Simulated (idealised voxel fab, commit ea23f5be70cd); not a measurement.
You're looking at the process module voxel self aligned contacts.
This is section cut - it's 265 nm across, gridded in 5 nm square cells.
We lay out every cross-section as a grid of square cells and spell it out in bands from the top down, where one band means one or more rows of cells. Heads up on the band format: heights come first, top then bottom, in nm. After that it's the materials left to right, each with its width in nm. A single material flagged "edge to edge" fills the whole band edge to edge, and "air" means there's empty space there. Measure heights from 0. That's the level where, below it, the as-received wafer is all one material. The lowest band is bottomless and extends downward; write it as in "0..down". A width such as "30..40" changes by the same amount from each row of cells to the next, from the band's top row to its bottom row. The cross-section has no changed cell in any step marked "no change occurred". Entry "Cavities, sealed" = empty spaces >= 8 cells with no open way to the top; each as width x height at distance, distance from left edge, all nm. Past the settings on a step's line: simulator remark, on that step. What "overlay nm" on a step's line means: if the step has a mask, that mask lay this far to the right of its planned place, or, when the value is negative, to the left.
## Here's what the planned process steps look like
1 RECEIVE: material Si
2 CONFORMAL_DEP: material SiO2, thk nm 5
3 DIRECTIONAL_DEP: material polySi, thk nm 20
4 DIRECTIONAL_DEP: material SiN, thk nm 15
5 PATTERN: tone cover, mask id GATE, material resist, width nm 35, pitch nm 70, thk nm 15, overlay nm 0
6 DIRECTIONAL_ETCH: etch materials SiN, depth nm 15
7 DIRECTIONAL_ETCH: etch materials polySi, depth nm 20
8 STRIP: etch materials resist
9 CONFORMAL_DEP: material SiN, thk nm 5
10 DIRECTIONAL_ETCH: etch materials SiN, depth nm 5
11 FILL_DEP: material SiO2, thk nm 10
12 CMP: height nm 45
13 PATTERN: tone open, mask id CONTACT, material resist, width nm 55, thk nm 20, overlay nm 0
14 DIRECTIONAL_ETCH: etch materials SiO2, depth nm 45
15 STRIP: etch materials resist
16 CONFORMAL_DEP: material TiN, thk nm 5
17 FILL_DEP: material W, thk nm 5
18 CMP: height nm 45
19 CONFORMAL_DEP: material SiCN, thk nm 5
## Cross-sectional view of the wafer in its as-received condition, corresponding to the state after step 1
* 0..down: Si edge to edge
* Cavities, sealed: none
## First of two wafers: cross-section at end of module, run per plan
* 50..45: SiCN edge to edge
* 45..40: 105 nm SiO2, then 20 nm TiN, then 15 nm W, then 20 nm TiN, then 105 nm SiO2
* 40..25: 75 nm SiO2, then 45 nm SiN, then 5 nm TiN, then 15 nm W, then 5 nm TiN, then 45 nm SiN, then 75 nm SiO2
* 25..5: 75 nm SiO2, then 5 nm SiN, then 35 nm polySi, then 5 nm SiN, then 5 nm TiN, then 15 nm W, then 5 nm TiN, then 5 nm SiN, then 35 nm polySi, then 5 nm SiN, then 75 nm SiO2
* 5..0: 120 nm SiO2, then 25 nm TiN, then 120 nm SiO2
* 0..down: Si edge to edge
* Cavities, sealed: none
## The second wafer, shown in cross-section after the module: started the same way as the first and given the same plan, yet one mistake crept into how it was run
* 50..45: SiCN edge to edge
* 45..40: 105 nm SiO2, then 20 nm TiN, then 15 nm W, then 20 nm TiN, then 105 nm SiO2
* 40..25: 75 nm SiO2, then 45 nm SiN, then 5 nm TiN, then 15 nm W, then 5 nm TiN, then 45 nm SiN, then 75 nm SiO2
* 25..20: 120 nm SiO2, then 25 nm TiN, then 120 nm SiO2
* 20..0: polySi edge to edge
* 0..down: Si edge to edge
* Cavities, sealed: none
Short version of what went wrong: steps 2 and 3 of the plan were run in the wrong order, each in the other's place
Count the cells at the end and the second wafer has more or fewer of some materials than the first: SiN: 16 fewer | SiO2: 120 fewer | TiN: 8 fewer | W: 12 fewer | polySi: 156 more
